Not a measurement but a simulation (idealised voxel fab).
process module | voxel wiring stack
cross-section cut | 265 nm wide | cells 5 nm
A cross-section is a grid of square cells, given in bands from the top down. A band is one or more rows of cells.
Each band's line starts with the height of the band's top and of its bottom, in nm. Then come its materials from left to right, each with its width in nm. One material with "throughout" fills the band from edge to edge. "air" is empty space.
Height 0 is the level under which the wafer as received is all one material. The lowest band goes on downwards, as in "0 down".
A width such as "30 to 40" changes by the same amount from each row of cells to the next, from the band's top row to its bottom row.
"no change" after a step means that no cell of the cross-section changed.
closed voids: empty space of 8 cells or more with no open way to the top, each as width x height at its distance from the left edge, in nm
after a step's settings: what the simulator itself notes on the step
overlay nm, on a step with a mask: how far to the right of its planned place the mask lay; to the left if negative
plan
1 op RECEIVE | material Si
2 op CONFORMAL_DEP | material SiO2 | thk nm 10
3 op CONFORMAL_DEP | material SiCN | thk nm 5
4 op DIRECTIONAL_DEP | material SiO2 | thk nm 20
5 op DIRECTIONAL_DEP | material aC | thk nm 15
6 op PATTERN | tone open | mask id METAL_1 | material resist | width nm 30 | pitch nm 60 | thk nm 35 | overlay nm 0
7 op DIRECTIONAL_ETCH | etch materials aC | depth nm 15
8 op STRIP | etch materials resist
9 op DIRECTIONAL_ETCH | etch materials SiO2 | depth nm 20
10 op DIRECTIONAL_ETCH | etch materials SiCN | depth nm 5
11 op STRIP | etch materials aC
12 op CONFORMAL_DEP | material TiN | thk nm 5
13 op FILL_DEP | material W | thk nm 5
14 op CMP | height nm 35
15 op EPI | material Ru | thk nm 5
16 op FILL_DEP | material SiCN | thk nm 5
17 op DIRECTIONAL_DEP | material SiO2 | thk nm 10
18 op PATTERN | tone open | mask id PLUG_1 | material resist | width nm 15 | pitch nm 60 | thk nm 15 | overlay nm 0
19 op DIRECTIONAL_ETCH | etch materials SiO2 | depth nm 10
20 op DIRECTIONAL_ETCH | etch materials SiCN | depth nm 5
21 op STRIP | etch materials resist
22 op EPI | material Ru | thk nm 10
23 op EPI | material Ru | thk nm 5
24 op DIRECTIONAL_DEP | material TiN | thk nm 5
25 op DIRECTIONAL_DEP | material W | thk nm 15
26 op DIRECTIONAL_DEP | material aC | thk nm 15
27 op PATTERN | tone cover | mask id METAL_2 | material resist | width nm 30 | pitch nm 60 | thk nm 30 | overlay nm 0
28 op DIRECTIONAL_ETCH | etch materials aC | depth nm 15
29 op STRIP | etch materials resist
30 op DIRECTIONAL_ETCH | etch materials W | depth nm 15
31 op DIRECTIONAL_ETCH | etch materials TiN | depth nm 5
32 op STRIP | etch materials aC
33 op CONFORMAL_DEP | material SiN | thk nm 5
34 op FILL_DEP | material lowk | thk nm 5
35 op CMP | height nm 75
36 op CONFORMAL_DEP | material SiCN | thk nm 5
first wafer, as planned
as received, after step 1
  0 down: Si throughout
  closed voids: none
after step 2
  10 to 0: SiO2 throughout
  below 0: unchanged
after step 3
  15 to 10: SiCN throughout
  below 10: unchanged
after step 4
  35 to 15: SiO2 throughout
  below 15: unchanged
after step 5
  50 to 35: aC throughout
  below 35: unchanged
after step 6
  85 to 50: resist 55 | air 30 | resist 30 | air 30 | resist 30 | air 30 | resist 60
  below 50: unchanged
after step 7
  70 to 50: resist 55 | air 30 | resist 30 | air 30 | resist 30 | air 30 | resist 60
  50 to 35: aC 55 | air 30 | aC 30 | air 30 | aC 30 | air 30 | aC 60
  below 35: unchanged
after step 8
  50 to 35: aC 55 | air 30 | aC 30 | air 30 | aC 30 | air 30 | aC 60
  below 35: unchanged
after step 9
  50 to 35: aC 55 | air 30 | aC 30 | air 30 | aC 30 | air 30 | aC 60
  35 to 15: SiO2 55 | air 30 | SiO2 30 | air 30 | SiO2 30 | air 30 | SiO2 60
  below 15: unchanged
after step 10
  50 to 35: aC 55 | air 30 | aC 30 | air 30 | aC 30 | air 30 | aC 60
  35 to 15: SiO2 55 | air 30 | SiO2 30 | air 30 | SiO2 30 | air 30 | SiO2 60
  15 to 10: SiCN 55 | air 30 | SiCN 30 | air 30 | SiCN 30 | air 30 | SiCN 60
  below 10: unchanged
after step 11
  35 to 15: SiO2 55 | air 30 | SiO2 30 | air 30 | SiO2 30 | air 30 | SiO2 60
  below 15: unchanged
after step 12
  40 to 35: TiN 60 | air 20 | TiN 40 | air 20 | TiN 40 | air 20 | TiN 65
  35 to 15: SiO2 55 | TiN 5 | air 20 | TiN 5 | SiO2 30 | TiN 5 | air 20 | TiN 5 | SiO2 30 | TiN 5 | air 20 | TiN 5 | SiO2 60
  15 to 10: SiCN 55 | TiN 30 | SiCN 30 | TiN 30 | SiCN 30 | TiN 30 | SiCN 60
  below 10: unchanged
after step 13
  45 to 40: W throughout
  40 to 35: TiN 60 | W 20 | TiN 40 | W 20 | TiN 40 | W 20 | TiN 65
  35 to 15: SiO2 55 | TiN 5 | W 20 | TiN 5 | SiO2 30 | TiN 5 | W 20 | TiN 5 | SiO2 30 | TiN 5 | W 20 | TiN 5 | SiO2 60
  below 15: unchanged
after step 14
  35 to 15: SiO2 55 | TiN 5 | W 20 | TiN 5 | SiO2 30 | TiN 5 | W 20 | TiN 5 | SiO2 30 | TiN 5 | W 20 | TiN 5 | SiO2 60
  below 15: unchanged
after step 15
  40 to 35: air 50 | Ru 40 | air 20 | Ru 40 | air 20 | Ru 40 | air 55
  below 35: unchanged
after step 16
  45 to 40: SiCN throughout
  40 to 35: SiCN 50 | Ru 40 | SiCN 20 | Ru 40 | SiCN 20 | Ru 40 | SiCN 55
  below 35: unchanged
after step 17
  55 to 45: SiO2 throughout
  below 45: unchanged
after step 18
  70 to 55: resist 55 | air 15 | resist 45 | air 15 | resist 45 | air 15 | resist 75
  below 55: unchanged
after step 19
  70 to 55: resist 55 | air 15 | resist 45 | air 15 | resist 45 | air 15 | resist 75
  55 to 45: SiO2 55 | air 15 | SiO2 45 | air 15 | SiO2 45 | air 15 | SiO2 75
  below 45: unchanged
after step 20
  70 to 55: resist 55 | air 15 | resist 45 | air 15 | resist 45 | air 15 | resist 75
  55 to 45: SiO2 55 | air 15 | SiO2 45 | air 15 | SiO2 45 | air 15 | SiO2 75
  45 to 40: SiCN 55 | air 15 | SiCN 45 | air 15 | SiCN 45 | air 15 | SiCN 75
  below 40: unchanged
after step 21
  55 to 45: SiO2 55 | air 15 | SiO2 45 | air 15 | SiO2 45 | air 15 | SiO2 75
  below 45: unchanged
after step 22
  55 to 50: SiO2 55 | air 15 | SiO2 45 | air 15 | SiO2 45 | air 15 | SiO2 75
  50 to 45: SiO2 55 | Ru 15 | SiO2 45 | Ru 15 | SiO2 45 | Ru 15 | SiO2 75
  45 to 35: SiCN 55 to 50 | Ru 15 to 40 | SiCN 45 to 20 | Ru 15 to 40 | SiCN 45 to 20 | Ru 15 to 40 | SiCN 75 to 55
  below 35: unchanged
after step 23
  55 to 45: SiO2 55 | Ru 15 | SiO2 45 | Ru 15 | SiO2 45 | Ru 15 | SiO2 75
  below 45: unchanged
after step 24
  60 to 55: TiN throughout
  below 55: unchanged
after step 25
  75 to 60: W throughout
  below 60: unchanged
after step 26
  90 to 75: aC throughout
  below 75: unchanged
after step 27
  120 to 90: air 55 | resist 30 | air 30 | resist 30 | air 30 | resist 30 | air 60
  below 90: unchanged
after step 28
  105 to 90: air 55 | resist 30 | air 30 | resist 30 | air 30 | resist 30 | air 60
  90 to 75: air 55 | aC 30 | air 30 | aC 30 | air 30 | aC 30 | air 60
  below 75: unchanged
after step 29
  90 to 75: air 55 | aC 30 | air 30 | aC 30 | air 30 | aC 30 | air 60
  below 75: unchanged
after step 30
  90 to 75: air 55 | aC 30 | air 30 | aC 30 | air 30 | aC 30 | air 60
  75 to 60: air 55 | W 30 | air 30 | W 30 | air 30 | W 30 | air 60
  below 60: unchanged
after step 31
  90 to 75: air 55 | aC 30 | air 30 | aC 30 | air 30 | aC 30 | air 60
  75 to 60: air 55 | W 30 | air 30 | W 30 | air 30 | W 30 | air 60
  60 to 55: air 55 | TiN 30 | air 30 | TiN 30 | air 30 | TiN 30 | air 60
  below 55: unchanged
after step 32
  75 to 60: air 55 | W 30 | air 30 | W 30 | air 30 | W 30 | air 60
  below 60: unchanged
after step 33
  80 to 75: air 50 | SiN 40 | air 20 | SiN 40 | air 20 | SiN 40 | air 55
  75 to 60: air 50 | SiN 5 | W 30 | SiN 5 | air 20 | SiN 5 | W 30 | SiN 5 | air 20 | SiN 5 | W 30 | SiN 5 | air 55
  60 to 55: SiN 55 | TiN 30 | SiN 30 | TiN 30 | SiN 30 | TiN 30 | SiN 60
  below 55: unchanged
after step 34
  85 to 80: lowk throughout
  80 to 75: lowk 50 | SiN 40 | lowk 20 | SiN 40 | lowk 20 | SiN 40 | lowk 55
  75 to 60: lowk 50 | SiN 5 | W 30 | SiN 5 | lowk 20 | SiN 5 | W 30 | SiN 5 | lowk 20 | SiN 5 | W 30 | SiN 5 | lowk 55
  below 60: unchanged
after step 35
  75 to 60: lowk 50 | SiN 5 | W 30 | SiN 5 | lowk 20 | SiN 5 | W 30 | SiN 5 | lowk 20 | SiN 5 | W 30 | SiN 5 | lowk 55
  below 60: unchanged
after step 36
  80 to 75: SiCN throughout
  below 75: unchanged
second wafer: like start, like plan, one mistake. Through step 26 it matches the first wafer
when step 27 should have ended
  120 to 90: air 55 | resist 35 | air 25 | resist 35 | air 25 | resist 35 | air 55
  below 90: unchanged
when step 28 should have ended
  105 to 90: air 55 | resist 35 | air 25 | resist 35 | air 25 | resist 35 | air 55
  90 to 75: air 55 | aC 35 | air 25 | aC 35 | air 25 | aC 35 | air 55
  below 75: unchanged
when step 29 should have ended
  90 to 75: air 55 | aC 35 | air 25 | aC 35 | air 25 | aC 35 | air 55
  below 75: unchanged
when step 30 should have ended
  90 to 75: air 55 | aC 35 | air 25 | aC 35 | air 25 | aC 35 | air 55
  75 to 60: air 55 | W 35 | air 25 | W 35 | air 25 | W 35 | air 55
  below 60: unchanged
when step 31 should have ended
  90 to 75: air 55 | aC 35 | air 25 | aC 35 | air 25 | aC 35 | air 55
  75 to 60: air 55 | W 35 | air 25 | W 35 | air 25 | W 35 | air 55
  60 to 55: air 55 | TiN 35 | air 25 | TiN 35 | air 25 | TiN 35 | air 55
  below 55: unchanged
when step 32 should have ended
  75 to 60: air 55 | W 35 | air 25 | W 35 | air 25 | W 35 | air 55
  below 60: unchanged
when step 33 should have ended
  80 to 75: air 50 | SiN 45 | air 15 | SiN 45 | air 15 | SiN 45 | air 50
  75 to 60: air 50 | SiN 5 | W 35 | SiN 5 | air 15 | SiN 5 | W 35 | SiN 5 | air 15 | SiN 5 | W 35 | SiN 5 | air 50
  60 to 55: SiN 55 | TiN 35 | SiN 25 | TiN 35 | SiN 25 | TiN 35 | SiN 55
  below 55: unchanged
when step 34 should have ended
  85 to 80: lowk throughout
  80 to 75: lowk 50 | SiN 45 | lowk 15 | SiN 45 | lowk 15 | SiN 45 | lowk 50
  75 to 60: lowk 50 | SiN 5 | W 35 | SiN 5 | lowk 15 | SiN 5 | W 35 | SiN 5 | lowk 15 | SiN 5 | W 35 | SiN 5 | lowk 50
  below 60: unchanged
when step 35 should have ended
  75 to 60: lowk 50 | SiN 5 | W 35 | SiN 5 | lowk 15 | SiN 5 | W 35 | SiN 5 | lowk 15 | SiN 5 | W 35 | SiN 5 | lowk 50
  below 60: unchanged
when step 36 should have ended
  80 to 75: SiCN throughout
  below 75: unchanged
what went wrong: step 27 ran as: op PATTERN | tone cover | mask id METAL_2 | material resist | width nm 35 | pitch nm 60 | thk nm 30 | overlay nm 0
at the end the second wafer has, in cells: 3 fewer of SiN | 3 more of TiN | 9 more of W | 9 fewer of lowk
